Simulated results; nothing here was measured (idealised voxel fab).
process module | voxel transistor to metal
cross-section cut | 155 nm wide | cells 5 nm
A cross-section is a grid of square cells, given in bands from the top down. A band is one or more rows of cells.
Each band's line starts with the height of the band's top and of its bottom, in nm. Then come its materials from left to right, each with its width in nm. One material with "throughout" fills the band from edge to edge. "air" is empty space.
Height 0 is the level under which the wafer as received is all one material. The lowest band goes on downwards, as in "0 down".
A width such as "30 to 40" changes by the same amount from each row of cells to the next, from the band's top row to its bottom row.
"no change" after a step means that no cell of the cross-section changed.
closed voids: empty space of 8 cells or more with no open way to the top, each as width x height at its distance from the left edge, in nm
after a step's settings: what the simulator itself notes on the step
overlay nm, on a step with a mask: how far to the right of its planned place the mask lay; to the left if negative
Each pair below shows a cross-section before one step and the cross-section after it, down to the lowest band that changed. The line under each pair gives the step between them, with its settings. The pairs can come from different runs of this module on the same starting wafer, so a pair continues from the pair above only where its "before" says so.
before
  45 to 30: SiO2 throughout
  30 to 20: SiO2 55 | SiN 5 | SiCN 30 | SiN 5 | SiO2 60
  20 to 5: SiO2 55 | SiN 5 | polySi 30 | SiN 5 | SiO2 60
  5 to 0: SiO2 40 | pSi 15 | SiN 5 | polySi 30 | SiN 5 | pSi 15 | SiO2 45
  0 to -5: SiO2 15 | SiN 5 | SiO2 20 | pSi 15 | SiN 5 | polySi 30 | SiN 5 | pSi 15 | SiO2 20 | SiN 5 | SiO2 20
  -5 to -10: SiO2 20 | pSi 35 | SiO2 40 | pSi 35 | SiO2 25
  -10 to -20: SiO2 25 | pSi 30 | Si 40 | pSi 30 | SiO2 30
  -20 to -45: SiO2 25 | Si 100 | SiO2 30
  -45 down: Si throughout
  closed voids: none
after
  45 to 30: SiO2 30 | air 30 | SiO2 30 | air 30 | SiO2 35
  30 to 20: SiO2 30 | air 25 | SiN 5 | SiCN 30 | SiN 5 | air 25 | SiO2 35
  20 to 5: SiO2 30 | air 25 | SiN 5 | polySi 30 | SiN 5 | air 25 | SiO2 35
  5 to 0: SiO2 30 | air 10 | pSi 15 | SiN 5 | polySi 30 | SiN 5 | pSi 15 | air 10 | SiO2 35
  0 to -5: SiO2 15 | SiN 5 | SiO2 10 | air 10 | pSi 15 | SiN 5 | polySi 30 | SiN 5 | pSi 15 | air 10 | SiO2 10 | SiN 5 | SiO2 20
  below -5: unchanged
  closed voids: none
the step between: op MASKED_ETCH | tone open | mask id CONTACT | width nm 30 | pitch nm 60 | etch materials SiO2 | depth nm 50 | overlay nm 0
before: the cross-section after the pair above
after
  50 to 45: TiN 35 | air 20 | TiN 40 | air 20 | TiN 40
  45 to 35: SiO2 30 | TiN 5 | air 20 | TiN 5 | SiO2 30 | TiN 5 | air 20 | TiN 5 | SiO2 35
  35 to 30: SiO2 30 | TiN 5 | air 15 | TiN 10 | SiO2 30 | TiN 10 | air 15 | TiN 5 | SiO2 35
  30 to 20: SiO2 30 | TiN 5 | air 15 | TiN 5 | SiN 5 | SiCN 30 | SiN 5 | TiN 5 | air 15 | TiN 5 | SiO2 35
  20 to 10: SiO2 30 | TiN 5 | air 15 | TiN 5 | SiN 5 | polySi 30 | SiN 5 | TiN 5 | air 15 | TiN 5 | SiO2 35
  10 to 5: SiO2 30 | TiN 25 | SiN 5 | polySi 30 | SiN 5 | TiN 25 | SiO2 35
  5 to 0: SiO2 30 | TiN 10 | pSi 15 | SiN 5 | polySi 30 | SiN 5 | pSi 15 | TiN 10 | SiO2 35
  0 to -5: SiO2 15 | SiN 5 | SiO2 10 | TiN 10 | pSi 15 | SiN 5 | polySi 30 | SiN 5 | pSi 15 | TiN 10 | SiO2 10 | SiN 5 | SiO2 20
  below -5: unchanged
  closed voids: none
the step between: op CONFORMAL_DEP | material TiN | thk nm 5
before: the cross-section after the pair above
after
  60 to 50: Ru throughout
  50 to 45: TiN 35 | Ru 20 | TiN 40 | Ru 20 | TiN 40
  45 to 35: SiO2 30 | TiN 5 | Ru 20 | TiN 5 | SiO2 30 | TiN 5 | Ru 20 | TiN 5 | SiO2 35
  35 to 30: SiO2 30 | TiN 5 | Ru 15 | TiN 10 | SiO2 30 | TiN 10 | Ru 15 | TiN 5 | SiO2 35
  30 to 20: SiO2 30 | TiN 5 | Ru 15 | TiN 5 | SiN 5 | SiCN 30 | SiN 5 | TiN 5 | Ru 15 | TiN 5 | SiO2 35
  20 to 10: SiO2 30 | TiN 5 | Ru 15 | TiN 5 | SiN 5 | polySi 30 | SiN 5 | TiN 5 | Ru 15 | TiN 5 | SiO2 35
  below 10: unchanged
  closed voids: none
the step between: op FILL_DEP | material Ru | thk nm 10
before: the cross-section after the pair above
after
  45 to 35: SiO2 30 | TiN 5 | Ru 20 | TiN 5 | SiO2 30 | TiN 5 | Ru 20 | TiN 5 | SiO2 35
  below 35: unchanged
  closed voids: none
the step between: op CMP | height nm 45
before: the cross-section after the pair above
after
  50 to 45: SiCN throughout
  below 45: unchanged
  closed voids: none
the step between: op CONFORMAL_DEP | material SiCN | thk nm 5
before: the cross-section after the pair above
after
  75 to 50: SiO2 throughout
  below 50: unchanged
  closed voids: none
the step between: op DIRECTIONAL_DEP | material SiO2 | thk nm 25
before: the cross-section after the pair above
after
  95 to 75: resist 30 | air 20 | resist 50 | air 20 | resist 35
  below 75: unchanged
  closed voids: none
the step between: op PATTERN | tone open | mask id METAL_1 | material resist | width nm 20 | pitch nm 70 | thk nm 20 | overlay nm 0
before: the cross-section after the pair above
after
  95 to 75: resist 30 | air 20 | resist 50 | air 20 | resist 35
  75 to 50: SiO2 30 | air 20 | SiO2 50 | air 20 | SiO2 35
  below 50: unchanged
  closed voids: none
the step between: op DIRECTIONAL_ETCH | etch materials SiO2 | depth nm 25
before: the cross-section after the pair above
after
  95 to 75: resist 30 | air 20 | resist 50 | air 20 | resist 35
  75 to 50: SiO2 30 | air 20 | SiO2 50 | air 20 | SiO2 35
  50 to 45: SiCN 30 | air 20 | SiCN 50 | air 20 | SiCN 35
  below 45: unchanged
  closed voids: none
the step between: op DIRECTIONAL_ETCH | etch materials SiCN | depth nm 5
before: the cross-section after the pair above
after
  75 to 50: SiO2 30 | air 20 | SiO2 50 | air 20 | SiO2 35
  below 50: unchanged
  closed voids: none
the step between: op STRIP | etch materials resist
before: the cross-section after the pair above
after
  80 to 75: TiN 35 | air 10 | TiN 60 | air 10 | TiN 40
  75 to 50: SiO2 30 | TiN 5 | air 10 | TiN 5 | SiO2 50 | TiN 5 | air 10 | TiN 5 | SiO2 35
  50 to 45: SiCN 30 | TiN 20 | SiCN 50 | TiN 20 | SiCN 35
  below 45: unchanged
  closed voids: none
the step between: op CONFORMAL_DEP | material TiN | thk nm 5
before: the cross-section after the pair above
after
  85 to 80: W throughout
  80 to 75: TiN 35 | W 10 | TiN 60 | W 10 | TiN 40
  75 to 50: SiO2 30 | TiN 5 | W 10 | TiN 5 | SiO2 50 | TiN 5 | W 10 | TiN 5 | SiO2 35
  below 50: unchanged
  closed voids: none
the step between: op FILL_DEP | material W | thk nm 5
before: the cross-section after the pair above
after
  75 to 50: SiO2 30 | TiN 5 | W 10 | TiN 5 | SiO2 50 | TiN 5 | W 10 | TiN 5 | SiO2 35
  below 50: unchanged
  closed voids: none
the step between: op CMP | height nm 75
before: the cross-section after the pair above
after
  80 to 75: air 25 | Ru 30 | air 40 | Ru 30 | air 30
  below 75: unchanged
  closed voids: none
the step between: op EPI | material Ru | thk nm 5
before: the cross-section after the pair above
after
  85 to 80: SiCN throughout
  80 to 75: SiCN 25 | Ru 30 | SiCN 40 | Ru 30 | SiCN 30
  below 75: unchanged
  closed voids: none
the step between: op FILL_DEP | material SiCN | thk nm 5
before
  75 to 50: SiO2 throughout
  50 to 45: SiCN throughout
  45 to 30: SiO2 30 | TiN 5 | Ru 20 | TiN 5 | SiO2 30 | TiN 5 | Ru 20 | TiN 5 | SiO2 35
  30 to 20: SiO2 30 | TiN 5 | Ru 20 | TiN 5 | SiN 5 | SiCN 20 | SiN 5 | TiN 5 | Ru 20 | TiN 5 | SiO2 35
  20 to 10: SiO2 30 | TiN 5 | Ru 20 | TiN 5 | SiN 5 | polySi 20 | SiN 5 | TiN 5 | Ru 20 | TiN 5 | SiO2 35
  10 to 5: SiO2 30 | TiN 5 | Ru 5 | TiN 20 | SiN 5 | polySi 20 | SiN 5 | TiN 20 | Ru 5 | TiN 5 | SiO2 35
  5 to 0: SiO2 30 | TiN 5 | Ru 5 | TiN 5 | pSi 15 | SiN 5 | polySi 20 | SiN 5 | pSi 15 | TiN 5 | Ru 5 | TiN 5 | SiO2 35
  0 to -5: SiO2 15 | SiN 5 | SiO2 10 | TiN 15 | pSi 15 | SiN 5 | polySi 20 | SiN 5 | pSi 15 | TiN 15 | SiO2 10 | SiN 5 | SiO2 20
  -5 to -10: SiO2 20 | pSi 40 | SiO2 30 | pSi 40 | SiO2 25
  -10 to -20: SiO2 25 | pSi 35 | Si 30 | pSi 35 | SiO2 30
  -20 to -45: SiO2 25 | Si 100 | SiO2 30
  -45 down: Si throughout
  closed voids: none
after
  95 to 75: resist 40 | air 20 | resist 50 | air 20 | resist 25
  below 75: unchanged
  closed voids: none
the step between: op PATTERN | tone open | mask id METAL_1 | material resist | width nm 20 | pitch nm 70 | thk nm 20 | overlay nm 10
before: the cross-section after the pair above
after
  95 to 75: resist 40 | air 20 | resist 50 | air 20 | resist 25
  75 to 50: SiO2 40 | air 20 | SiO2 50 | air 20 | SiO2 25
  below 50: unchanged
  closed voids: none
the step between: op DIRECTIONAL_ETCH | etch materials SiO2 | depth nm 25
before: the cross-section after the pair above
after
  95 to 75: resist 40 | air 20 | resist 50 | air 20 | resist 25
  75 to 50: SiO2 40 | air 20 | SiO2 50 | air 20 | SiO2 25
  50 to 45: SiCN 40 | air 20 | SiCN 50 | air 20 | SiCN 25
  below 45: unchanged
  closed voids: none
the step between: op DIRECTIONAL_ETCH | etch materials SiCN | depth nm 5
before: the cross-section after the pair above
after
  75 to 50: SiO2 40 | air 20 | SiO2 50 | air 20 | SiO2 25
  below 50: unchanged
  closed voids: none
the step between: op STRIP | etch materials resist
before: the cross-section after the pair above
after
  80 to 75: TiN 45 | air 10 | TiN 60 | air 10 | TiN 30
  75 to 50: SiO2 40 | TiN 5 | air 10 | TiN 5 | SiO2 50 | TiN 5 | air 10 | TiN 5 | SiO2 25
  50 to 45: SiCN 40 | TiN 20 | SiCN 50 | TiN 20 | SiCN 25
  below 45: unchanged
  closed voids: none
the step between: op CONFORMAL_DEP | material TiN | thk nm 5
before: the cross-section after the pair above
after
  85 to 80: W throughout
  80 to 75: TiN 45 | W 10 | TiN 60 | W 10 | TiN 30
  75 to 50: SiO2 40 | TiN 5 | W 10 | TiN 5 | SiO2 50 | TiN 5 | W 10 | TiN 5 | SiO2 25
  below 50: unchanged
  closed voids: none
the step between: op FILL_DEP | material W | thk nm 5
before: the cross-section after the pair above
after
  75 to 50: SiO2 40 | TiN 5 | W 10 | TiN 5 | SiO2 50 | TiN 5 | W 10 | TiN 5 | SiO2 25
  below 50: unchanged
  closed voids: none
the step between: op CMP | height nm 75
before: the cross-section after the pair above
after
  80 to 75: air 35 | Ru 30 | air 40 | Ru 30 | air 20
  below 75: unchanged
  closed voids: none
the step between: op EPI | material Ru | thk nm 5
before: the cross-section after the pair above
after
  85 to 80: SiCN throughout
  80 to 75: SiCN 35 | Ru 30 | SiCN 40 | Ru 30 | SiCN 20
  below 75: unchanged
  closed voids: none
the step between: op FILL_DEP | material SiCN | thk nm 5
before
  50 to 45: TiN 35 | air 20 | TiN 40 | air 20 | TiN 40
  45 to 30: SiO2 30 | TiN 5 | air 20 | TiN 5 | SiO2 30 | TiN 5 | air 20 | TiN 5 | SiO2 35
  30 to 20: SiO2 30 | TiN 5 | air 20 | TiN 5 | SiN 5 | SiCN 20 | SiN 5 | TiN 5 | air 20 | TiN 5 | SiO2 35
  20 to 10: SiO2 30 | TiN 5 | air 20 | TiN 5 | SiN 5 | polySi 20 | SiN 5 | TiN 5 | air 20 | TiN 5 | SiO2 35
  10 to 5: SiO2 30 | TiN 5 | air 5 | TiN 20 | SiN 5 | polySi 20 | SiN 5 | TiN 20 | air 5 | TiN 5 | SiO2 35
  5 to 0: SiO2 30 | TiN 5 | air 5 | TiN 5 | pSi 15 | SiN 5 | polySi 20 | SiN 5 | pSi 15 | TiN 5 | air 5 | TiN 5 | SiO2 35
  0 to -5: SiO2 15 | SiN 5 | SiO2 10 | TiN 15 | pSi 15 | SiN 5 | polySi 20 | SiN 5 | pSi 15 | TiN 15 | SiO2 10 | SiN 5 | SiO2 20
  -5 to -10: SiO2 20 | pSi 40 | SiO2 30 | pSi 40 | SiO2 25
  -10 to -20: SiO2 25 | pSi 35 | Si 30 | pSi 35 | SiO2 30
  -20 to -45: SiO2 25 | Si 100 | SiO2 30
  -45 down: Si throughout
  closed voids: none
after
  60 to 50: W throughout
  50 to 45: TiN 35 | W 20 | TiN 40 | W 20 | TiN 40
  45 to 30: SiO2 30 | TiN 5 | W 20 | TiN 5 | SiO2 30 | TiN 5 | W 20 | TiN 5 | SiO2 35
  30 to 20: SiO2 30 | TiN 5 | W 20 | TiN 5 | SiN 5 | SiCN 20 | SiN 5 | TiN 5 | W 20 | TiN 5 | SiO2 35
  20 to 10: SiO2 30 | TiN 5 | W 20 | TiN 5 | SiN 5 | polySi 20 | SiN 5 | TiN 5 | W 20 | TiN 5 | SiO2 35
  10 to 5: SiO2 30 | TiN 5 | W 5 | TiN 20 | SiN 5 | polySi 20 | SiN 5 | TiN 20 | W 5 | TiN 5 | SiO2 35
  5 to 0: SiO2 30 | TiN 5 | W 5 | TiN 5 | pSi 15 | SiN 5 | polySi 20 | SiN 5 | pSi 15 | TiN 5 | W 5 | TiN 5 | SiO2 35
  below 0: unchanged
  closed voids: none
the step between: op FILL_DEP | material W | thk nm 10
before: the cross-section after the pair above
after
  45 to 30: SiO2 30 | TiN 5 | W 20 | TiN 5 | SiO2 30 | TiN 5 | W 20 | TiN 5 | SiO2 35
  below 30: unchanged
  closed voids: none
the step between: op CMP | height nm 45
before: the cross-section after the pair above
after
  50 to 45: SiCN throughout
  below 45: unchanged
  closed voids: none
the step between: op CONFORMAL_DEP | material SiCN | thk nm 5
before: the cross-section after the pair above
after
  75 to 50: SiO2 throughout
  below 50: unchanged
  closed voids: none
the step between: op DIRECTIONAL_DEP | material SiO2 | thk nm 25
before: the cross-section after the pair above
after
  95 to 75: resist 30 | air 20 | resist 50 | air 20 | resist 35
  below 75: unchanged
  closed voids: none
the step between: op PATTERN | tone open | mask id METAL_1 | material resist | width nm 20 | pitch nm 70 | thk nm 20 | overlay nm 0
before: the cross-section after the pair above
after
  95 to 75: resist 30 | air 20 | resist 50 | air 20 | resist 35
  75 to 50: SiO2 30 | air 20 | SiO2 50 | air 20 | SiO2 35
  below 50: unchanged
  closed voids: none
the step between: op DIRECTIONAL_ETCH | etch materials SiO2 | depth nm 25
before: the cross-section after the pair above
after
  95 to 75: resist 30 | air 20 | resist 50 | air 20 | resist 35
  75 to 50: SiO2 30 | air 20 | SiO2 50 | air 20 | SiO2 35
  50 to 45: SiCN 30 | air 20 | SiCN 50 | air 20 | SiCN 35
  below 45: unchanged
  closed voids: none
the step between: op DIRECTIONAL_ETCH | etch materials SiCN | depth nm 5
before: the cross-section after the pair above
after
  75 to 50: SiO2 30 | air 20 | SiO2 50 | air 20 | SiO2 35
  below 50: unchanged
  closed voids: none
the step between: op STRIP | etch materials resist
before: the cross-section after the pair above
after
  80 to 75: TiN 35 | air 10 | TiN 60 | air 10 | TiN 40
  75 to 50: SiO2 30 | TiN 5 | air 10 | TiN 5 | SiO2 50 | TiN 5 | air 10 | TiN 5 | SiO2 35
  50 to 45: SiCN 30 | TiN 20 | SiCN 50 | TiN 20 | SiCN 35
  below 45: unchanged
  closed voids: none
the step between: op CONFORMAL_DEP | material TiN | thk nm 5
before: the cross-section after the pair above
after
  85 to 80: W throughout
  80 to 75: TiN 35 | W 10 | TiN 60 | W 10 | TiN 40
  75 to 50: SiO2 30 | TiN 5 | W 10 | TiN 5 | SiO2 50 | TiN 5 | W 10 | TiN 5 | SiO2 35
  below 50: unchanged
  closed voids: none
the step between: op FILL_DEP | material W | thk nm 5
before: the cross-section after the pair above
after
  75 to 50: SiO2 30 | TiN 5 | W 10 | TiN 5 | SiO2 50 | TiN 5 | W 10 | TiN 5 | SiO2 35
  below 50: unchanged
  closed voids: none
the step between: op CMP | height nm 75
before: the cross-section after the pair above
after
  80 to 75: air 25 | Ru 30 | air 40 | Ru 30 | air 30
  below 75: unchanged
  closed voids: none
the step between: op EPI | material Ru | thk nm 5
before: the cross-section after the pair above
after
  85 to 80: SiCN throughout
  80 to 75: SiCN 25 | Ru 30 | SiCN 40 | Ru 30 | SiCN 30
  below 75: unchanged
  closed voids: none
the step between: op FILL_DEP | material SiCN | thk nm 5
before
  30 to 15: aC throughout
  15 to 0: SiN throughout
  0 to -5: SiO2 throughout
  -5 down: Si throughout
  closed voids: none
after
  65 to 30: resist 20 | air 110 | resist 25
  below 30: unchanged
  closed voids: none
the step between: op PATTERN | tone open | mask id ACTIVE | material resist | width nm 110 | thk nm 35 | overlay nm 0
before: the cross-section after the pair above
after
  50 to 30: resist 20 | air 110 | resist 25
  30 to 15: aC 20 | air 110 | aC 25
  below 15: unchanged
  closed voids: none
the step between: op DIRECTIONAL_ETCH | etch materials aC | depth nm 15
before: the cross-section after the pair above
after
  30 to 15: aC 20 | air 110 | aC 25
  below 15: unchanged
  closed voids: none
the step between: op STRIP | etch materials resist
before: the cross-section after the pair above
after
  30 to 15: aC 20 | air 110 | aC 25
  15 to 0: SiN 20 | air 110 | SiN 25
  below 0: unchanged
  closed voids: none
the step between: op DIRECTIONAL_ETCH | etch materials SiN | depth nm 15
before: the cross-section after the pair above
after
  30 to 15: aC 20 | air 110 | aC 25
  15 to 0: SiN 20 | air 110 | SiN 25
  0 to -5: SiO2 20 | air 110 | SiO2 25
  below -5: unchanged
  closed voids: none
the step between: op DIRECTIONAL_ETCH | etch materials SiO2 | depth nm 5
before: the cross-section after the pair above
after
  30 to 15: aC 20 | air 110 | aC 25
  15 to 0: SiN 20 | air 110 | SiN 25
  0 to -5: SiO2 20 | air 110 | SiO2 25
  -5 to -40: Si 20 | air 110 | Si 25
  below -40: unchanged
  closed voids: none
the step between: op DIRECTIONAL_ETCH | etch materials Si | depth nm 35
before: the cross-section after the pair above
after
  15 to 0: SiN 20 | air 110 | SiN 25
  below 0: unchanged
  closed voids: none
the step between: op STRIP | etch materials aC
before: the cross-section after the pair above
after
  15 to 0: SiN 20 | air 110 | SiN 25
  0 to -5: SiO2 20 | air 110 | SiO2 25
  -5 to -40: Si 15 | SiO2 5 | air 110 | SiO2 5 | Si 20
  -40 to -45: Si 15 | SiO2 120 | Si 20
  below -45: unchanged
  closed voids: none
the step between: op OXIDIZE | depth nm 5
before: the cross-section after the pair above
after
  30 to 15: SiO2 throughout
  15 to 0: SiN 20 | SiO2 110 | SiN 25
  0 to -5: SiO2 throughout
  -5 to -45: Si 15 | SiO2 120 | Si 20
  below -45: unchanged
  closed voids: none
the step between: op FILL_DEP | material SiO2 | thk nm 15
before: the cross-section after the pair above
after
  15 to 0: SiN 20 | SiO2 110 | SiN 25
  below 0: unchanged
  closed voids: none
the step between: op CMP | height nm 15
before: the cross-section after the pair above
after
  15 to 5: SiN 20 | air 110 | SiN 25
  below 5: unchanged
  closed voids: none
the step between: op SELECTIVE_ETCH | etch materials SiO2 | depth nm 10
before: the cross-section after the pair above
after
  5 to 0: air 20 | SiO2 110 | air 25
  below 0: unchanged
  closed voids: none
the step between: op STRIP | etch materials SiN
before: the cross-section after the pair above
after
  0 to -5: air 25 | SiO2 100 | air 30
  below -5: unchanged
  closed voids: none
the step between: op SELECTIVE_ETCH | etch materials SiO2 | depth nm 5
before: the cross-section after the pair above
after
  0 to -5: air 25 | SiO2 100 | air 30
  -5 to -10: SiO2 throughout
  below -10: unchanged
  closed voids: none
the step between: op OXIDIZE | depth nm 5
before: the cross-section after the pair above
after
  25 to 20: air 25 | polySi 100 | air 30
  20 to 0: polySi throughout
  0 to -5: polySi 25 | SiO2 100 | polySi 30
  below -5: unchanged
  closed voids: none
the step between: op DIRECTIONAL_DEP | material polySi | thk nm 25
before: the cross-section after the pair above
after
  35 to 30: air 25 | SiCN 100 | air 30
  30 to 25: SiCN throughout
  25 to 20: SiCN 25 | polySi 100 | SiCN 30
  below 20: unchanged
  closed voids: none
the step between: op DIRECTIONAL_DEP | material SiCN | thk nm 10
before: the cross-section after the pair above
after
  45 to 40: air 25 | aC 100 | air 30
  40 to 35: aC throughout
  35 to 30: aC 25 | SiCN 100 | aC 30
  below 30: unchanged
  closed voids: none
the step between: op DIRECTIONAL_DEP | material aC | thk nm 10
before: the cross-section after the pair above
after
  70 to 45: air 65 | resist 20 | air 70
  below 45: unchanged
  closed voids: none
the step between: op PATTERN | tone cover | mask id GATE | material resist | width nm 20 | thk nm 25 | overlay nm 0
before: the cross-section after the pair above
after
  60 to 45: air 65 | resist 20 | air 70
  45 to 35: air 65 | aC 20 | air 70
  35 to 30: air 25 | SiCN 100 | air 30
  below 30: unchanged
  closed voids: none
the step between: op DIRECTIONAL_ETCH | etch materials aC | depth nm 10
before: the cross-section after the pair above
after
  45 to 35: air 65 | aC 20 | air 70
  below 35: unchanged
  closed voids: none
the step between: op STRIP | etch materials resist
before: the cross-section after the pair above
after
  45 to 35: air 65 | aC 20 | air 70
  35 to 25: air 65 | SiCN 20 | air 70
  25 to 20: air 25 | polySi 100 | air 30
  below 20: unchanged
  closed voids: none
the step between: op DIRECTIONAL_ETCH | etch materials SiCN | depth nm 20
before: the cross-section after the pair above
after
  45 to 35: air 65 | aC 20 | air 70
  35 to 25: air 65 | SiCN 20 | air 70
  25 to 0: air 65 | polySi 20 | air 70
  0 to -5: air 25 | SiO2 100 | air 30
  below -5: unchanged
  closed voids: none
the step between: op DIRECTIONAL_ETCH | etch materials polySi | depth nm 35
before: the cross-section after the pair above
after
  35 to 25: air 65 | SiCN 20 | air 70
  below 25: unchanged
  closed voids: none
the step between: op STRIP | etch materials aC
before: the cross-section after the pair above
after
  40 to 35: air 60 | SiN 30 | air 65
  35 to 25: air 60 | SiN 5 | SiCN 20 | SiN 5 | air 65
  25 to 5: air 60 | SiN 5 | polySi 20 | SiN 5 | air 65
  5 to 0: air 20 | SiN 45 | polySi 20 | SiN 45 | air 25
  0 to -5: SiN 25 | SiO2 100 | SiN 30
  below -5: unchanged
  closed voids: none
the step between: op CONFORMAL_DEP | material SiN | thk nm 5
before: the cross-section after the pair above
after
  35 to 25: air 60 | SiN 5 | SiCN 20 | SiN 5 | air 65
  25 to 0: air 60 | SiN 5 | polySi 20 | SiN 5 | air 65
  0 to -5: air 20 | SiN 5 | SiO2 100 | SiN 5 | air 25
  below -5: unchanged
  closed voids: none
the step between: op DIRECTIONAL_ETCH | etch materials SiN | depth nm 5
before: the cross-section after the pair above
after
  35 to 25: air 60 | SiN 5 | SiCN 20 | SiN 5 | air 65
  25 to 0: air 60 | SiN 5 | polySi 20 | SiN 5 | air 65
  0 to -5: air 20 | SiN 5 | air 35 | SiO2 30 | air 35 | SiN 5 | air 25
  -5 to -10: air 20 | SiO2 110 | air 25
  below -10: unchanged
  closed voids: none
the step between: op DIRECTIONAL_ETCH | etch materials SiO2 | depth nm 5
before: the cross-section after the pair above
after
  35 to 25: air 60 | SiN 5 | SiCN 20 | SiN 5 | air 65
  25 to 0: air 60 | SiN 5 | polySi 20 | SiN 5 | air 65
  0 to -5: air 20 | SiN 5 | air 35 | SiO2 30 | air 35 | SiN 5 | air 25
  -5 to -10: air 20 | SiO2 110 | air 25
  -10 to -20: air 15 | SiO2 120 | air 20
  below -20: unchanged
  closed voids: none
the step between: op DIRECTIONAL_ETCH | etch materials Si | depth nm 10
before: the cross-section after the pair above
after
  35 to 25: air 60 | SiN 5 | SiCN 20 | SiN 5 | air 65
  25 to 0: air 60 | SiN 5 | polySi 20 | SiN 5 | air 65
  0 to -5: air 20 | SiN 5 | air 35 | SiO2 30 | air 35 | SiN 5 | air 25
  -5 to -10: pSi 20 | SiO2 110 | pSi 25
  -10 to -20: pSi 15 | SiO2 120 | pSi 20
  below -20: unchanged
  closed voids: none
the step between: op EPI | material pSi | thk nm 15
before: the cross-section after the pair above
after
  45 to 35: SiO2 throughout
  35 to 25: SiO2 60 | SiN 5 | SiCN 20 | SiN 5 | SiO2 65
  25 to 0: SiO2 60 | SiN 5 | polySi 20 | SiN 5 | SiO2 65
  0 to -5: SiO2 20 | SiN 5 | SiO2 100 | SiN 5 | SiO2 25
  below -5: unchanged
  closed voids: none
the step between: op FILL_DEP | material SiO2 | thk nm 10
before: the cross-section after the pair above
after
  30 to 25: SiO2 60 | SiN 5 | SiCN 20 | SiN 5 | SiO2 65
  below 25: unchanged
  closed voids: none
the step between: op CMP | height nm 30
before: the cross-section after the pair above
after
  45 to 30: SiO2 throughout
  below 30: unchanged
  closed voids: none
the step between: op DIRECTIONAL_DEP | material SiO2 | thk nm 15
before: the cross-section after the pair above
after
  45 to 30: SiO2 30 | air 30 | SiO2 30 | air 30 | SiO2 35
  30 to 25: SiO2 30 | air 30 | SiN 5 | SiCN 20 | SiN 5 | air 30 | SiO2 35
  25 to 0: SiO2 30 | air 30 | SiN 5 | polySi 20 | SiN 5 | air 30 | SiO2 35
  0 to -5: SiO2 20 | SiN 5 | SiO2 5 | air 30 | SiO2 30 | air 30 | SiO2 5 | SiN 5 | SiO2 25
  below -5: unchanged
  closed voids: none
the step between: op MASKED_ETCH | tone open | mask id CONTACT | width nm 30 | pitch nm 60 | etch materials SiO2 | depth nm 50 | overlay nm 0
before: the cross-section after the pair above
after
  50 to 45: TiN 35 | air 20 | TiN 40 | air 20 | TiN 40
  45 to 30: SiO2 30 | TiN 5 | air 20 | TiN 5 | SiO2 30 | TiN 5 | air 20 | TiN 5 | SiO2 35
  30 to 25: SiO2 30 | TiN 5 | air 20 | TiN 5 | SiN 5 | SiCN 20 | SiN 5 | TiN 5 | air 20 | TiN 5 | SiO2 35
  25 to 0: SiO2 30 | TiN 5 | air 20 | TiN 5 | SiN 5 | polySi 20 | SiN 5 | TiN 5 | air 20 | TiN 5 | SiO2 35
  0 to -5: SiO2 20 | SiN 5 | SiO2 5 | TiN 30 | SiO2 30 | TiN 30 | SiO2 5 | SiN 5 | SiO2 25
  below -5: unchanged
  closed voids: none
the step between: op CONFORMAL_DEP | material TiN | thk nm 5
before: the cross-section after the pair above
after
  60 to 50: Ru throughout
  50 to 45: TiN 35 | Ru 20 | TiN 40 | Ru 20 | TiN 40
  45 to 30: SiO2 30 | TiN 5 | Ru 20 | TiN 5 | SiO2 30 | TiN 5 | Ru 20 | TiN 5 | SiO2 35
  30 to 25: SiO2 30 | TiN 5 | Ru 20 | TiN 5 | SiN 5 | SiCN 20 | SiN 5 | TiN 5 | Ru 20 | TiN 5 | SiO2 35
  25 to 0: SiO2 30 | TiN 5 | Ru 20 | TiN 5 | SiN 5 | polySi 20 | SiN 5 | TiN 5 | Ru 20 | TiN 5 | SiO2 35
  below 0: unchanged
  closed voids: none
the step between: op FILL_DEP | material Ru | thk nm 10
before: the cross-section after the pair above
after
  45 to 30: SiO2 30 | TiN 5 | Ru 20 | TiN 5 | SiO2 30 | TiN 5 | Ru 20 | TiN 5 | SiO2 35
  below 30: unchanged
  closed voids: none
the step between: op CMP | height nm 45
before: the cross-section after the pair above
after
  50 to 45: SiCN throughout
  below 45: unchanged
  closed voids: none
the step between: op CONFORMAL_DEP | material SiCN | thk nm 5
before: the cross-section after the pair above
after
  75 to 50: SiO2 throughout
  below 50: unchanged
  closed voids: none
the step between: op DIRECTIONAL_DEP | material SiO2 | thk nm 25
before: the cross-section after the pair above
after
  95 to 75: resist 30 | air 20 | resist 50 | air 20 | resist 35
  below 75: unchanged
  closed voids: none
the step between: op PATTERN | tone open | mask id METAL_1 | material resist | width nm 20 | pitch nm 70 | thk nm 20 | overlay nm 0
before: the cross-section after the pair above
after
  95 to 75: resist 30 | air 20 | resist 50 | air 20 | resist 35
  75 to 50: SiO2 30 | air 20 | SiO2 50 | air 20 | SiO2 35
  below 50: unchanged
  closed voids: none
the step between: op DIRECTIONAL_ETCH | etch materials SiO2 | depth nm 25
before: the cross-section after the pair above
after
  95 to 75: resist 30 | air 20 | resist 50 | air 20 | resist 35
  75 to 50: SiO2 30 | air 20 | SiO2 50 | air 20 | SiO2 35
  50 to 45: SiCN 30 | air 20 | SiCN 50 | air 20 | SiCN 35
  below 45: unchanged
  closed voids: none
the step between: op DIRECTIONAL_ETCH | etch materials SiCN | depth nm 5
before: the cross-section after the pair above
after
  75 to 50: SiO2 30 | air 20 | SiO2 50 | air 20 | SiO2 35
  below 50: unchanged
  closed voids: none
the step between: op STRIP | etch materials resist
before: the cross-section after the pair above
after
  80 to 75: TiN 35 | air 10 | TiN 60 | air 10 | TiN 40
  75 to 50: SiO2 30 | TiN 5 | air 10 | TiN 5 | SiO2 50 | TiN 5 | air 10 | TiN 5 | SiO2 35
  50 to 45: SiCN 30 | TiN 20 | SiCN 50 | TiN 20 | SiCN 35
  below 45: unchanged
  closed voids: none
the step between: op CONFORMAL_DEP | material TiN | thk nm 5
before: the cross-section after the pair above
after
  85 to 80: W throughout
  80 to 75: TiN 35 | W 10 | TiN 60 | W 10 | TiN 40
  75 to 50: SiO2 30 | TiN 5 | W 10 | TiN 5 | SiO2 50 | TiN 5 | W 10 | TiN 5 | SiO2 35
  below 50: unchanged
  closed voids: none
the step between: op FILL_DEP | material W | thk nm 5
before: the cross-section after the pair above
after
  75 to 50: SiO2 30 | TiN 5 | W 10 | TiN 5 | SiO2 50 | TiN 5 | W 10 | TiN 5 | SiO2 35
  below 50: unchanged
  closed voids: none
the step between: op CMP | height nm 75
before: the cross-section after the pair above
after
  80 to 75: air 25 | Ru 30 | air 40 | Ru 30 | air 30
  below 75: unchanged
  closed voids: none
the step between: op EPI | material Ru | thk nm 5
before: the cross-section after the pair above
after
  85 to 80: SiCN throughout
  80 to 75: SiCN 25 | Ru 30 | SiCN 40 | Ru 30 | SiCN 30
  below 75: unchanged
  closed voids: none
the step between: op FILL_DEP | material SiCN | thk nm 5
